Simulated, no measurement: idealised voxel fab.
process module | voxel spacer lines
cross-section cut | 230 nm wide | cells 5 nm
A cross-section is a grid of square cells, given in bands from the top down. A band is one or more rows of cells.
Each band's line starts with the height of the band's top and of its bottom, in nm. Then come its materials from left to right, each with its width in nm. One material with "throughout" fills the band from edge to edge. "air" is empty space.
Height 0 is the level under which the wafer as received is all one material. The lowest band goes on downwards, as in "0 down".
A width such as "30 to 40" changes by the same amount from each row of cells to the next, from the band's top row to its bottom row.
"no change" after a step means that no cell of the cross-section changed.
closed voids: empty space of 8 cells or more with no open way to the top, each as width x height at its distance from the left edge, in nm
after a step's settings: what the simulator itself notes on the step
overlay nm, on a step with a mask: how far to the right of its planned place the mask lay; to the left if negative
plan
1 op RECEIVE | material Si
2 op CONFORMAL_DEP | material Al2O3 | thk nm 5
3 op DIRECTIONAL_DEP | material SiN | thk nm 10
4 op DIRECTIONAL_DEP | material polySi | thk nm 25
5 op PATTERN | tone cover | mask id MANDREL | material resist | width nm 15 | pitch nm 60 | thk nm 35 | overlay nm 0
6 op DIRECTIONAL_ETCH | etch materials polySi | depth nm 25
7 op STRIP | etch materials resist
8 op CONFORMAL_DEP | material SiO2 | thk nm 15
9 op DIRECTIONAL_ETCH | etch materials SiO2 | depth nm 15
10 op STRIP | etch materials polySi
11 op DIRECTIONAL_ETCH | etch materials SiN | depth nm 10
12 op STRIP | etch materials SiO2
as received, after step 1
  0 down: Si throughout
  closed voids: none
first wafer at the end, as planned
  15 to 5: air 30 | SiN 15 | air 15 | SiN 15 | air 15 | SiN 15 | air 15 | SiN 15 | air 15 | SiN 15 | air 15 | SiN 15 | air 35
  5 to 0: Al2O3 throughout
  0 down: Si throughout
  closed voids: none
second wafer at the end: like start, like plan, one mistake
  10 to 0: air 30 | SiN 15 | air 15 | SiN 15 | air 15 | SiN 15 | air 15 | SiN 15 | air 15 | SiN 15 | air 15 | SiN 15 | air 35
  0 down: Si throughout
  closed voids: none
what went wrong: step 2 was left out
at the end the second wafer has, in cells: 46 fewer of Al2O3
